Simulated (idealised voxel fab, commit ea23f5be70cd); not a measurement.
The process module that follows is named voxel wiring stack.
Shown is cross-section cut, with a width of 295 nm and square cells of size 5 nm.
Cross-section format: a grid of square cells, given as bands from top to bottom; each band is one or more rows of cells.
The entry gives the band's vertical extent as a top height and a bottom height in nm, then its horizontal make-up as materials from left to right, each with a width in nm. "empty" stands for empty space; a single material marked "edge to edge" fills the band edge to edge.
Basically, 0 is our baseline, since under it the wafer straight out of the box is all one material. The bottom band has no lower end and keeps on going down, so it looks like "from 0 down".
Top row gets the first number, bottom row gets the second, and each row in between changes by the same step: that is how a band width like "30->40" works.
It should be understood that the words "identical to before", when stated for a given step, signify that the cross-section underwent no change in any of its cells during that step.
The list in "Unvented voids" covers empty spaces of 8 cells or more that cannot reach the top through any open way, and it gives each as width x height at distance; the distance is from the left edge, and width, height and distance are in nm.
Text after the settings on a step's line: the simulator's own remark on that step.
overlay nm: right-of-plan distance of the mask on a masked step; negative values mean left-of-plan.
-- plan
1 RECEIVE,material Si
2 CONFORMAL_DEP,material SiO2,thk nm 10
3 DIRECTIONAL_DEP,material TiN,thk nm 5
4 DIRECTIONAL_DEP,material Ru,thk nm 20
5 PATTERN,tone cover,mask id METAL_1,material resist,width nm 30,pitch nm 50,thk nm 15,overlay nm 0
6 DIRECTIONAL_ETCH,etch materials Ru,depth nm 20
7 DIRECTIONAL_ETCH,etch materials TiN,depth nm 5
8 STRIP,etch materials resist
9 FILL_DEP,material lowk,thk nm 10
10 CMP,height nm 35
11 CONFORMAL_DEP,material SiCN,thk nm 5
12 DIRECTIONAL_DEP,material lowk,thk nm 20
13 PATTERN,tone open,mask id PLUG_1,material resist,width nm 15,pitch nm 50,thk nm 20,overlay nm 0
14 DIRECTIONAL_ETCH,etch materials lowk,depth nm 20
15 DIRECTIONAL_ETCH,etch materials SiCN,depth nm 5
16 STRIP,etch materials resist
17 EPI,material Ru,thk nm 10
18 EPI,material Ru,thk nm 10
19 EPI,material Ru,thk nm 5
20 DIRECTIONAL_DEP,material TiN,thk nm 5
21 DIRECTIONAL_DEP,material W,thk nm 20
22 MASKED_ETCH,tone cover,mask id METAL_2,width nm 30,pitch nm 50,etch materials W,depth nm 20,overlay nm 0
23 MASKED_ETCH,tone cover,mask id METAL_2,width nm 30,pitch nm 50,etch materials TiN,depth nm 5,overlay nm 0
24 CONFORMAL_DEP,material SiN,thk nm 5
25 FILL_DEP,material SiO2,thk nm 10
26 CMP,height nm 85
27 CONFORMAL_DEP,material SiCN,thk nm 5
-- Cross-section, incoming material, after step 1
> from 0 down | Si edge to edge
> Unvented voids: none
-- first wafer at the end, as planned
> from 90 to 85 | SiCN edge to edge
> from 85 to 65 | SiO2 75 / SiN 5 / W 30 / SiN 5 / SiO2 10 / SiN 5 / W 30 / SiN 5 / SiO2 10 / SiN 5 / W 30 / SiN 5 / SiO2 80
> from 65 to 60 | SiN 80 / TiN 30 / SiN 20 / TiN 30 / SiN 20 / TiN 30 / SiN 85
> from 60 to 40 | lowk 80 / Ru 15 / lowk 35 / Ru 15 / lowk 35 / Ru 15 / lowk 100
> from 40 to 35 | SiCN 80 / Ru 15 / SiCN 35 / Ru 15 / SiCN 35 / Ru 15 / SiCN 100
> from 35 to 15 | lowk 80 / Ru 30 / lowk 20 / Ru 30 / lowk 20 / Ru 30 / lowk 85
> from 15 to 10 | lowk 80 / TiN 30 / lowk 20 / TiN 30 / lowk 20 / TiN 30 / lowk 85
> from 10 to 0 | SiO2 edge to edge
> from 0 down | Si edge to edge
> Unvented voids: none
-- Cross-section, wafer two of two, end of module: same start and plan as wafer one, one error in execution
> from 90 to 85 | SiCN edge to edge
> from 85 to 65 | SiO2 90 / SiN 5 / W 15 / SiN 5 / SiO2 25 / SiN 5 / W 15 / SiN 5 / SiO2 25 / SiN 5 / W 15 / SiN 5 / SiO2 80
> from 65 to 60 | SiN 95 / TiN 15 / SiN 35 / TiN 15 / SiN 35 / TiN 15 / SiN 85
> from 60 to 40 | lowk 80 / W 15 / lowk 35 / W 15 / lowk 35 / W 15 / lowk 100
> from 40 to 35 | SiCN 80 / TiN 15 / SiCN 35 / TiN 15 / SiCN 35 / TiN 15 / SiCN 100
> from 35 to 15 | Ru 80 / lowk 30 / Ru 20 / lowk 30 / Ru 20 / lowk 30 / Ru 85
> from 15 to 10 | TiN 80 / lowk 30 / TiN 20 / lowk 30 / TiN 20 / lowk 30 / TiN 85
> from 10 to 0 | SiO2 edge to edge
> from 0 down | Si edge to edge
> Unvented voids: none
Want to know what went wrong? step 5 deviated from plan and actually ran as PATTERN,tone open,mask id METAL_1,material resist,width nm 30,pitch nm 50,thk nm 15,overlay nm 0
at the end the second wafer has, in cells: +47 Ru, +9 SiN, +36 SiO2, +23 TiN, -115 lowk
